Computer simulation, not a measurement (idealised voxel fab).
Name of the process module below: voxel air gaps
The cross-section on display is named cut; it measures 215 nm wide, and its cells are 5 nm squares.
In this document a cross-section is written as a grid of square cells. It is given as a series of bands, listed from the top down, and a band is one or more rows of cells. Per band: top height and bottom height in nm, followed by the left-to-right materials and their widths in nm; "throughout" marks a single material spanning edge to edge, "blank" marks empty space. The level at which height equals 0 is the one under which the wafer, as it arrives, is entirely one material. No lower edge exists for the bottom band, which continues downward and is notated as in "0 nm and below". The width entry "30 to 40" should be interpreted row by row: the top row of cells in the band takes the first number, the bottom row takes the second number, and the change between adjacent rows is uniform throughout. Reading "no alteration" for a step: not a cell of the cross-section changed in it. Under "Fully closed voids" you'll find the enclosed gaps, the ones with no way out to the top, that are 8 cells or bigger; each reads width x height at distance, with distance counted from the left edge, everything in nm. What comes after the settings on a step's line is commentary from the simulator itself on that step. overlay nm: for a step with a mask, the amount by which the mask lay right of where it was planned; a negative amount means left of it.
# plan
step 1: RECEIVE [material Si]
step 2: CONFORMAL_DEP [material SiO2] [thk nm 10]
step 3: CONFORMAL_DEP [material SiN] [thk nm 5]
step 4: DIRECTIONAL_DEP [material SiO2] [thk nm 35]
step 5: DIRECTIONAL_DEP [material aC] [thk nm 10]
step 6: PATTERN [tone open] [mask id LINES] [material resist] [width nm 25] [pitch nm 55] [thk nm 25] [overlay nm 0]
step 7: DIRECTIONAL_ETCH [etch materials aC] [depth nm 10]
step 8: STRIP [etch materials resist]
step 9: DIRECTIONAL_ETCH [etch materials SiO2] [depth nm 35]
step 10: STRIP [etch materials aC]
step 11: CONFORMAL_DEP [material TiN] [thk nm 5]
step 12: FILL_DEP [material Cu] [thk nm 5]
step 13: CMP [height nm 50]
step 14: EPI [material Ru] [thk nm 10]
step 15: SELECTIVE_ETCH [etch materials SiO2] [depth nm 45]
step 16: CONFORMAL_DEP [material SiCN] [thk nm 5]
# Wafer, first of two, run as planned
# Incoming wafer, cross-sectional view, post step 1
	0 nm and below | Si throughout
	Fully closed voids: none
# The wafer, seen in cross-section, after step 2
	10 nm to 0 nm | SiO2 throughout
	Below 0 it's all the same as before, nothing changed down there.
# The wafer, seen in cross-section, after step 3
	15 nm to 10 nm | SiN throughout
	Below 10 it's all the same as before, nothing changed down there.
# The wafer, seen in cross-section, after step 4
	50 nm to 15 nm | SiO2 throughout
	Below 15 it's all the same as before, nothing changed down there.
# The wafer, seen in cross-section, after step 5
	60 nm to 50 nm | aC throughout
	Below 50 it's all the same as before, nothing changed down there.
# The wafer, seen in cross-section, after step 6
	85 nm to 60 nm | resist 40  blank 25  resist 30  blank 25  resist 30  blank 25  resist 40
	Below 60 it's all the same as before, nothing changed down there.
# The wafer, seen in cross-section, after step 7
	75 nm to 60 nm | resist 40  blank 25  resist 30  blank 25  resist 30  blank 25  resist 40
	60 nm to 50 nm | aC 40  blank 25  aC 30  blank 25  aC 30  blank 25  aC 40
	Below 50 it's all the same as before, nothing changed down there.
# The wafer, seen in cross-section, after step 8
	60 nm to 50 nm | aC 40  blank 25  aC 30  blank 25  aC 30  blank 25  aC 40
	Below 50 it's all the same as before, nothing changed down there.
# The wafer, seen in cross-section, after step 9
	60 nm to 50 nm | aC 40  blank 25  aC 30  blank 25  aC 30  blank 25  aC 40
	50 nm to 15 nm | SiO2 40  blank 25  SiO2 30  blank 25  SiO2 30  blank 25  SiO2 40
	Below 15 it's all the same as before, nothing changed down there.
# The wafer, seen in cross-section, after step 10
	50 nm to 15 nm | SiO2 40  blank 25  SiO2 30  blank 25  SiO2 30  blank 25  SiO2 40
	Below 15 it's all the same as before, nothing changed down there.
# The wafer, seen in cross-section, after step 11
	55 nm to 50 nm | TiN 45  blank 15  TiN 40  blank 15  TiN 40  blank 15  TiN 45
	50 nm to 20 nm | SiO2 40  TiN 5  blank 15  TiN 5  SiO2 30  TiN 5  blank 15  TiN 5  SiO2 30  TiN 5  blank 15  TiN 5  SiO2 40
	20 nm to 15 nm | SiO2 40  TiN 25  SiO2 30  TiN 25  SiO2 30  TiN 25  SiO2 40
	Below 15 it's all the same as before, nothing changed down there.
# The wafer, seen in cross-section, after step 12
	60 nm to 55 nm | Cu throughout
	55 nm to 50 nm | TiN 45  Cu 15  TiN 40  Cu 15  TiN 40  Cu 15  TiN 45
	50 nm to 20 nm | SiO2 40  TiN 5  Cu 15  TiN 5  SiO2 30  TiN 5  Cu 15  TiN 5  SiO2 30  TiN 5  Cu 15  TiN 5  SiO2 40
	Below 20 it's all the same as before, nothing changed down there.
# The wafer, seen in cross-section, after step 13
	50 nm to 20 nm | SiO2 40  TiN 5  Cu 15  TiN 5  SiO2 30  TiN 5  Cu 15  TiN 5  SiO2 30  TiN 5  Cu 15  TiN 5  SiO2 40
	Below 20 it's all the same as before, nothing changed down there.
# The wafer, seen in cross-section, after step 14
	60 nm to 50 nm | blank 30  Ru 45  blank 10  Ru 45  blank 10  Ru 45  blank 30
	Below 50 it's all the same as before, nothing changed down there.
# The wafer, seen in cross-section, after step 15
	60 nm to 50 nm | blank 30  Ru 45  blank 10  Ru 45  blank 10  Ru 45  blank 30
	50 nm to 20 nm | blank 40  TiN 5  Cu 15  TiN 5  blank 30  TiN 5  Cu 15  TiN 5  blank 30  TiN 5  Cu 15  TiN 5  blank 40
	20 nm to 15 nm | blank 40  TiN 25  blank 30  TiN 25  blank 30  TiN 25  blank 40
	Below 15 it's all the same as before, nothing changed down there.
# The wafer, seen in cross-section, after step 16
	65 nm to 60 nm | blank 25  SiCN 165  blank 25
	60 nm to 50 nm | blank 25  SiCN 5  Ru 45  SiCN 10  Ru 45  SiCN 10  Ru 45  SiCN 5  blank 25
	50 nm to 45 nm | blank 25  SiCN 15  TiN 5  Cu 15  TiN 5  SiCN 30  TiN 5  Cu 15  TiN 5  SiCN 30  TiN 5  Cu 15  TiN 5  SiCN 15  blank 25
	45 nm to 20 nm | blank 35  SiCN 5  TiN 5  Cu 15  TiN 5  SiCN 5  blank 20  SiCN 5  TiN 5  Cu 15  TiN 5  SiCN 5  blank 20  SiCN 5  TiN 5  Cu 15  TiN 5  SiCN 5  blank 35
	20 nm to 15 nm | SiCN 40  TiN 25  SiCN 30  TiN 25  SiCN 30  TiN 25  SiCN 40
	Below 15 it's all the same as before, nothing changed down there.
	Fully closed voids: 20 x 25 at 70; 20 x 25 at 125
# Wafer two of two - same starting point, same process plan, one mistake in execution; matches wafer one up to and including step 5
# Look at the second wafer in cross-section at the time step 6 ought to have finished
	85 nm to 60 nm | resist 45  blank 15  resist 40  blank 15  resist 40  blank 15  resist 45
	Below 60 it's all the same as before, nothing changed down there.
# Look at the second wafer in cross-section at the time step 7 ought to have finished
	75 nm to 60 nm | resist 45  blank 15  resist 40  blank 15  resist 40  blank 15  resist 45
	60 nm to 50 nm | aC 45  blank 15  aC 40  blank 15  aC 40  blank 15  aC 45
	Below 50 it's all the same as before, nothing changed down there.
# Look at the second wafer in cross-section at the time step 8 ought to have finished
	60 nm to 50 nm | aC 45  blank 15  aC 40  blank 15  aC 40  blank 15  aC 45
	Below 50 it's all the same as before, nothing changed down there.
# Look at the second wafer in cross-section at the time step 9 ought to have finished
	60 nm to 50 nm | aC 45  blank 15  aC 40  blank 15  aC 40  blank 15  aC 45
	50 nm to 15 nm | SiO2 45  blank 15  SiO2 40  blank 15  SiO2 40  blank 15  SiO2 45
	Below 15 it's all the same as before, nothing changed down there.
# Look at the second wafer in cross-section at the time step 10 ought to have finished
	50 nm to 15 nm | SiO2 45  blank 15  SiO2 40  blank 15  SiO2 40  blank 15  SiO2 45
	Below 15 it's all the same as before, nothing changed down there.
# Look at the second wafer in cross-section at the time step 11 ought to have finished
	55 nm to 50 nm | TiN 50  blank 5  TiN 50  blank 5  TiN 50  blank 5  TiN 50
	50 nm to 20 nm | SiO2 45  TiN 5  blank 5  TiN 5  SiO2 40  TiN 5  blank 5  TiN 5  SiO2 40  TiN 5  blank 5  TiN 5  SiO2 45
	20 nm to 15 nm | SiO2 45  TiN 15  SiO2 40  TiN 15  SiO2 40  TiN 15  SiO2 45
	Below 15 it's all the same as before, nothing changed down there.
# Look at the second wafer in cross-section at the time step 12 ought to have finished
	60 nm to 55 nm | Cu throughout
	55 nm to 50 nm | TiN 50  Cu 5  TiN 50  Cu 5  TiN 50  Cu 5  TiN 50
	50 nm to 20 nm | SiO2 45  TiN 5  Cu 5  TiN 5  SiO2 40  TiN 5  Cu 5  TiN 5  SiO2 40  TiN 5  Cu 5  TiN 5  SiO2 45
	Below 20 it's all the same as before, nothing changed down there.
# Look at the second wafer in cross-section at the time step 13 ought to have finished
	50 nm to 20 nm | SiO2 45  TiN 5  Cu 5  TiN 5  SiO2 40  TiN 5  Cu 5  TiN 5  SiO2 40  TiN 5  Cu 5  TiN 5  SiO2 45
	Below 20 it's all the same as before, nothing changed down there.
# Look at the second wafer in cross-section at the time step 14 ought to have finished
	60 nm to 50 nm | blank 35  Ru 35  blank 20  Ru 35  blank 20  Ru 35  blank 35
	Below 50 it's all the same as before, nothing changed down there.
# Look at the second wafer in cross-section at the time step 15 ought to have finished
	60 nm to 50 nm | blank 35  Ru 35  blank 20  Ru 35  blank 20  Ru 35  blank 35
	50 nm to 20 nm | blank 45  TiN 5  Cu 5  TiN 5  blank 40  TiN 5  Cu 5  TiN 5  blank 40  TiN 5  Cu 5  TiN 5  blank 45
	20 nm to 15 nm | blank 45  TiN 15  blank 40  TiN 15  blank 40  TiN 15  blank 45
	Below 15 it's all the same as before, nothing changed down there.
# Look at the second wafer in cross-section at the time step 16 ought to have finished
	65 nm to 60 nm | blank 30  SiCN 45  blank 10  SiCN 45  blank 10  SiCN 45  blank 30
	60 nm to 50 nm | blank 30  SiCN 5  Ru 35  SiCN 5  blank 10  SiCN 5  Ru 35  SiCN 5  blank 10  SiCN 5  Ru 35  SiCN 5  blank 30
	50 nm to 45 nm | blank 30  SiCN 15  TiN 5  Cu 5  TiN 5  SiCN 15  blank 10  SiCN 15  TiN 5  Cu 5  TiN 5  SiCN 15  blank 10  SiCN 15  TiN 5  Cu 5  TiN 5  SiCN 15  blank 30
	45 nm to 20 nm | blank 40  SiCN 5  TiN 5  Cu 5  TiN 5  SiCN 5  blank 30  SiCN 5  TiN 5  Cu 5  TiN 5  SiCN 5  blank 30  SiCN 5  TiN 5  Cu 5  TiN 5  SiCN 5  blank 40
	20 nm to 15 nm | SiCN 45  TiN 15  SiCN 40  TiN 15  SiCN 40  TiN 15  SiCN 45
	Below 15 it's all the same as before, nothing changed down there.
What went wrong in running the wafer? step 6 did not use the planned setting and instead ran as PATTERN [tone open] [mask id LINES] [material resist] [width nm 15] [pitch nm 55] [thk nm 25] [overlay nm 0]
Counted in cells at the end, the second wafer holds more or fewer of these materials than the first: 36 fewer of Cu, 12 fewer of Ru, 6 fewer of TiN
Heads up: the first wafer ends with 2 closed voids, the second with 0.
